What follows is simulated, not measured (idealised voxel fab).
Process module in this document: voxel self aligned vias
The cross-section on display is named cut; it measures 235 nm wide, and its cells are 5 nm squares.
Cross-sections here: square-cell grids, written as top-down lists of bands, a band being one or more rows of cells.
It is stipulated that each band's entry specify, in nanometres, the height of the top of the band and then that of its bottom, followed by the materials of the band in left-to-right sequence, each together with its width in nanometres. A single material marked by the word "throughout" is understood to fill the band from edge to edge; the word "air" is understood to denote empty space.
Convention: height 0 is the level below which the wafer, as received, is all one material. The lowest band does not terminate at the bottom but continues downward, represented as "z 0 and below".
A width such as "30 to 40" changes by the same amount from each row of cells to the next, from the band's top row to its bottom row.
Where a step carries "no alterations made", the cross-section came out of it unchanged, cell for cell.
Entry "Closed-off voids" = empty spaces >= 8 cells with no open way to the top; each as width x height at distance, distance from left edge, all nm.
On a step's line, text after the settings is the simulator commenting on that step.
Each step line may optionally specify "overlay nm", which for a step with a mask gives the rightward distance between the mask's planned place and where it lay, a negative value indicating the leftward direction.
**The steps planned for the process are as follows**
- 1: RECEIVE,material Si
- 2: CONFORMAL_DEP,material SiO2,thk nm 10
- 3: CONFORMAL_DEP,material SiCN,thk nm 5
- 4: DIRECTIONAL_DEP,material lowk,thk nm 20
- 5: MASKED_ETCH,tone open,mask id LINES,width nm 30,pitch nm 70,etch materials lowk,depth nm 20,overlay nm 0
- 6: CONFORMAL_DEP,material TiN,thk nm 5
- 7: FILL_DEP,material W,thk nm 10
- 8: CMP,height nm 35
- 9: SELECTIVE_ETCH,etch materials W Ru TiN,depth nm 5
- 10: FILL_DEP,material SiN,thk nm 5
- 11: CMP,height nm 35
- 12: DIRECTIONAL_DEP,material lowk,thk nm 15
- 13: PATTERN,tone open,mask id VIAS,material resist,width nm 50,thk nm 20,overlay nm 0
- 14: DIRECTIONAL_ETCH,etch materials lowk,depth nm 15
- 15: DIRECTIONAL_ETCH,etch materials SiN,depth nm 5
- 16: STRIP,etch materials resist
- 17: CONFORMAL_DEP,material TiN,thk nm 5
- 18: FILL_DEP,material Cu,thk nm 5
- 19: CMP,height nm 50
- 20: CONFORMAL_DEP,material SiCN,thk nm 5
**Run as planned: first of two wafers**
**The cross-section here shows the wafer as received, i.e. in its state after step 1**
> z 0 and below = Si throughout
> Closed-off voids: none
**Upon completion of step 2, the wafer appears in cross-section as shown**
> z 10 to 0 = SiO2 throughout
> Below 0, the layers are the same as they were.
**Upon completion of step 3, the wafer appears in cross-section as shown**
> z 15 to 10 = SiCN throughout
> Below 10, the layers are the same as they were.
**Upon completion of step 4, the wafer appears in cross-section as shown**
> z 35 to 15 = lowk throughout
> Below 15, the layers are the same as they were.
**Upon completion of step 5, the wafer appears in cross-section as shown**
> z 35 to 15 = lowk (65)  air (30)  lowk (40)  air (30)  lowk (70)
> Below 15, the layers are the same as they were.
**Upon completion of step 6, the wafer appears in cross-section as shown**
> z 40 to 35 = TiN (70)  air (20)  TiN (50)  air (20)  TiN (75)
> z 35 to 20 = lowk (65)  TiN (5)  air (20)  TiN (5)  lowk (40)  TiN (5)  air (20)  TiN (5)  lowk (70)
> z 20 to 15 = lowk (65)  TiN (30)  lowk (40)  TiN (30)  lowk (70)
> Below 15, the layers are the same as they were.
**Upon completion of step 7, the wafer appears in cross-section as shown**
> z 50 to 40 = W throughout
> z 40 to 35 = TiN (70)  W (20)  TiN (50)  W (20)  TiN (75)
> z 35 to 20 = lowk (65)  TiN (5)  W (20)  TiN (5)  lowk (40)  TiN (5)  W (20)  TiN (5)  lowk (70)
> Below 20, the layers are the same as they were.
**Upon completion of step 8, the wafer appears in cross-section as shown**
> z 35 to 20 = lowk (65)  TiN (5)  W (20)  TiN (5)  lowk (40)  TiN (5)  W (20)  TiN (5)  lowk (70)
> Below 20, the layers are the same as they were.
**Upon completion of step 9, the wafer appears in cross-section as shown**
> z 35 to 30 = lowk (65)  air (30)  lowk (40)  air (30)  lowk (70)
> Below 30, the layers are the same as they were.
**Upon completion of step 10, the wafer appears in cross-section as shown**
> z 40 to 35 = SiN throughout
> z 35 to 30 = lowk (65)  SiN (30)  lowk (40)  SiN (30)  lowk (70)
> Below 30, the layers are the same as they were.
**Upon completion of step 11, the wafer appears in cross-section as shown**
> z 35 to 30 = lowk (65)  SiN (30)  lowk (40)  SiN (30)  lowk (70)
> Below 30, the layers are the same as they were.
**Upon completion of step 12, the wafer appears in cross-section as shown**
> z 50 to 35 = lowk throughout
> Below 35, the layers are the same as they were.
**Upon completion of step 13, the wafer appears in cross-section as shown**
> z 70 to 50 = resist (55)  air (50)  resist (130)
> Below 50, the layers are the same as they were.
**Upon completion of step 14, the wafer appears in cross-section as shown**
> z 70 to 50 = resist (55)  air (50)  resist (130)
> z 50 to 35 = lowk (55)  air (50)  lowk (130)
> Below 35, the layers are the same as they were.
**Upon completion of step 15, the wafer appears in cross-section as shown**
> z 70 to 50 = resist (55)  air (50)  resist (130)
> z 50 to 35 = lowk (55)  air (50)  lowk (130)
> z 35 to 30 = lowk (65)  air (30)  lowk (40)  SiN (30)  lowk (70)
> Below 30, the layers are the same as they were.
**Upon completion of step 16, the wafer appears in cross-section as shown**
> z 50 to 35 = lowk (55)  air (50)  lowk (130)
> Below 35, the layers are the same as they were.
**Upon completion of step 17, the wafer appears in cross-section as shown**
> z 55 to 50 = TiN (60)  air (40)  TiN (135)
> z 50 to 40 = lowk (55)  TiN (5)  air (40)  TiN (5)  lowk (130)
> z 40 to 35 = lowk (55)  TiN (15)  air (20)  TiN (15)  lowk (130)
> z 35 to 30 = lowk (65)  TiN (30)  lowk (40)  SiN (30)  lowk (70)
> Below 30, the layers are the same as they were.
**Upon completion of step 18, the wafer appears in cross-section as shown**
> z 60 to 55 = Cu throughout
> z 55 to 50 = TiN (60)  Cu (40)  TiN (135)
> z 50 to 40 = lowk (55)  TiN (5)  Cu (40)  TiN (5)  lowk (130)
> z 40 to 35 = lowk (55)  TiN (15)  Cu (20)  TiN (15)  lowk (130)
> Below 35, the layers are the same as they were.
**Upon completion of step 19, the wafer appears in cross-section as shown**
> z 50 to 40 = lowk (55)  TiN (5)  Cu (40)  TiN (5)  lowk (130)
> Below 40, the layers are the same as they were.
**Upon completion of step 20, the wafer appears in cross-section as shown**
> z 55 to 50 = SiCN throughout
> Below 50, the layers are the same as they were.
**Notes, second wafer: start = first wafer's, plan = first wafer's, execution had one mistake; history identical to first through step 4**
**Second wafer shown in cross-section at the time step 5 was slated to end**
> z 35 to 15 = lowk (70)  air (30)  lowk (40)  air (30)  lowk (65)
> Below 15, the layers are the same as they were.
**Second wafer shown in cross-section at the time step 6 was slated to end**
> z 40 to 35 = TiN (75)  air (20)  TiN (50)  air (20)  TiN (70)
> z 35 to 20 = lowk (70)  TiN (5)  air (20)  TiN (5)  lowk (40)  TiN (5)  air (20)  TiN (5)  lowk (65)
> z 20 to 15 = lowk (70)  TiN (30)  lowk (40)  TiN (30)  lowk (65)
> Below 15, the layers are the same as they were.
**Second wafer shown in cross-section at the time step 7 was slated to end**
> z 50 to 40 = W throughout
> z 40 to 35 = TiN (75)  W (20)  TiN (50)  W (20)  TiN (70)
> z 35 to 20 = lowk (70)  TiN (5)  W (20)  TiN (5)  lowk (40)  TiN (5)  W (20)  TiN (5)  lowk (65)
> Below 20, the layers are the same as they were.
**Second wafer shown in cross-section at the time step 8 was slated to end**
> z 35 to 20 = lowk (70)  TiN (5)  W (20)  TiN (5)  lowk (40)  TiN (5)  W (20)  TiN (5)  lowk (65)
> Below 20, the layers are the same as they were.
**Second wafer shown in cross-section at the time step 9 was slated to end**
> z 35 to 30 = lowk (70)  air (30)  lowk (40)  air (30)  lowk (65)
> Below 30, the layers are the same as they were.
**Second wafer shown in cross-section at the time step 10 was slated to end**
> z 40 to 35 = SiN throughout
> z 35 to 30 = lowk (70)  SiN (30)  lowk (40)  SiN (30)  lowk (65)
> Below 30, the layers are the same as they were.
**Second wafer shown in cross-section at the time step 11 was slated to end**
> z 35 to 30 = lowk (70)  SiN (30)  lowk (40)  SiN (30)  lowk (65)
> Below 30, the layers are the same as they were.
**Second wafer shown in cross-section at the time step 12 was slated to end**
> z 50 to 35 = lowk throughout
> Below 35, the layers are the same as they were.
**Second wafer shown in cross-section at the time step 13 was slated to end**
> z 70 to 50 = resist (55)  air (50)  resist (130)
> Below 50, the layers are the same as they were.
**Second wafer shown in cross-section at the time step 14 was slated to end**
> z 70 to 50 = resist (55)  air (50)  resist (130)
> z 50 to 35 = lowk (55)  air (50)  lowk (130)
> Below 35, the layers are the same as they were.
**Second wafer shown in cross-section at the time step 15 was slated to end**
> z 70 to 50 = resist (55)  air (50)  resist (130)
> z 50 to 35 = lowk (55)  air (50)  lowk (130)
> z 35 to 30 = lowk (70)  air (30)  lowk (40)  SiN (30)  lowk (65)
> Below 30, the layers are the same as they were.
**Second wafer shown in cross-section at the time step 16 was slated to end**
> z 50 to 35 = lowk (55)  air (50)  lowk (130)
> Below 35, the layers are the same as they were.
**Second wafer shown in cross-section at the time step 17 was slated to end**
> z 55 to 50 = TiN (60)  air (40)  TiN (135)
> z 50 to 40 = lowk (55)  TiN (5)  air (40)  TiN (5)  lowk (130)
> z 40 to 35 = lowk (55)  TiN (20)  air (20)  TiN (10)  lowk (130)
> z 35 to 30 = lowk (70)  TiN (30)  lowk (40)  SiN (30)  lowk (65)
> Below 30, the layers are the same as they were.
**Second wafer shown in cross-section at the time step 18 was slated to end**
> z 60 to 55 = Cu throughout
> z 55 to 50 = TiN (60)  Cu (40)  TiN (135)
> z 50 to 40 = lowk (55)  TiN (5)  Cu (40)  TiN (5)  lowk (130)
> z 40 to 35 = lowk (55)  TiN (20)  Cu (20)  TiN (10)  lowk (130)
> Below 35, the layers are the same as they were.
**Second wafer shown in cross-section at the time step 19 was slated to end**
> z 50 to 40 = lowk (55)  TiN (5)  Cu (40)  TiN (5)  lowk (130)
> Below 40, the layers are the same as they were.
**Second wafer shown in cross-section at the time step 20 was slated to end**
> z 55 to 50 = SiCN throughout
> Below 50, the layers are the same as they were.
Deviation from plan: step 5 deviated from plan and actually ran as MASKED_ETCH,tone open,mask id LINES,width nm 30,pitch nm 70,etch materials lowk,depth nm 20,overlay nm 5
Both wafers, final: cells per material equal; arrangement not.
